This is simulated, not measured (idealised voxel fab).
This is a process module. Its name is voxel gate over fins.
215 nm wide, 5 nm square cells: that's cross-section cut.
Throughout this document, each cross-section is represented as a grid of square cells and is presented as a sequence of bands enumerated from the top downward, where a band comprises one or more rows of cells.
For a band, the entry starts with two heights in nm, that of the top and then that of the bottom, and carries on with the band's materials in order from left to right, each alongside its width in nm; the word "everywhere" beside a single material means it fills the band edge to edge, and "blank" means empty space.
Basically, 0 is our baseline, since under it the wafer straight out of the box is all one material. The bottom band has no lower end and keeps on going down, so it looks like "0 down".
You'd read "30..40" like this: the band's top row of cells is as wide as the first number, its bottom row is as wide as the second, and going down, every row changes width by the same amount as the row before did.
The designation "all unchanged", where it is given for a processing step, indicates that no cell of the cross-section was altered in the course of that step.
"Closed voids list" contains a list of empty spaces, each no smaller than 8 cells and without an open way to the top, written in the form width x height at distance with the distance from the left edge and all three in nm.
Note: text after step settings on the step line = simulator remark on that step.
Among the settings permitted on a step's line is "overlay nm"; applied to a step with a mask, it specifies the extent to which the mask lay to the right of its planned position, whereas a negative figure signifies a position to the left.
## Planned step list for the process
- 1: RECEIVE (material Si)
- 2: CONFORMAL_DEP (material SiN; thk nm 10)
- 3: PATTERN (tone cover; mask id FINS; material resist; width nm 15; pitch nm 40; thk nm 15; overlay nm -15)
- 4: DIRECTIONAL_ETCH (etch materials SiN; depth nm 10)
- 5: DIRECTIONAL_ETCH (etch materials Si; depth nm 40)
- 6: STRIP (etch materials resist)
- 7: FILL_DEP (material SiO2; thk nm 15)
- 8: CMP (height nm 10)
- 9: SELECTIVE_ETCH (etch materials SiO2; depth nm 20)
- 10: STRIP (etch materials SiN)
- 11: CONFORMAL_DEP (material HfO2; thk nm 5)
- 12: CONFORMAL_DEP (material TiN; thk nm 5)
- 13: CONFORMAL_DEP (material TiAl; thk nm 5)
- 14: CONFORMAL_DEP (material TiN; thk nm 5)
- 15: FILL_DEP (material W; thk nm 15)
- 16: CMP (height nm 30)
- 17: CONFORMAL_DEP (material SiN; thk nm 10)
All wafers enter the flow in the same state. The overlay nm at step 3 differs from wafer to wafer, and the plan gives the value for the first wafer.
## Cross-sectional view of the first of several wafers in the as-received condition, corresponding to the state following step 1
  0 down  Si everywhere
  Closed voids list: none
## Below is a per-wafer table. In it, each row describes the wafer at the end of the module by giving, for each material, the number of cells gained (+) or lost (-) since the wafer was received, and after that the closed voids of the wafer
overlay nm -15; +59 HfO2; -248 Si; +86 SiN; +186 SiO2; +53 TiAl; +106 TiN; +102 W; Closed voids list: none
overlay nm -10; +59 HfO2; -248 Si; +86 SiN; +186 SiO2; +53 TiAl; +106 TiN; +102 W; Closed voids list: none
overlay nm -5; +59 HfO2; -248 Si; +86 SiN; +186 SiO2; +53 TiAl; +106 TiN; +102 W; Closed voids list: none
overlay nm 0; +59 HfO2; -248 Si; +86 SiN; +186 SiO2; +53 TiAl; +106 TiN; +102 W; Closed voids list: none
overlay nm 5; +59 HfO2; -248 Si; +86 SiN; +186 SiO2; +53 TiAl; +106 TiN; +102 W; Closed voids list: none
overlay nm 10; +59 HfO2; -248 Si; +86 SiN; +186 SiO2; +53 TiAl; +106 TiN; +102 W; Closed voids list: none
overlay nm 15; +59 HfO2; -248 Si; +86 SiN; +186 SiO2; +53 TiAl; +106 TiN; +102 W; Closed voids list: none
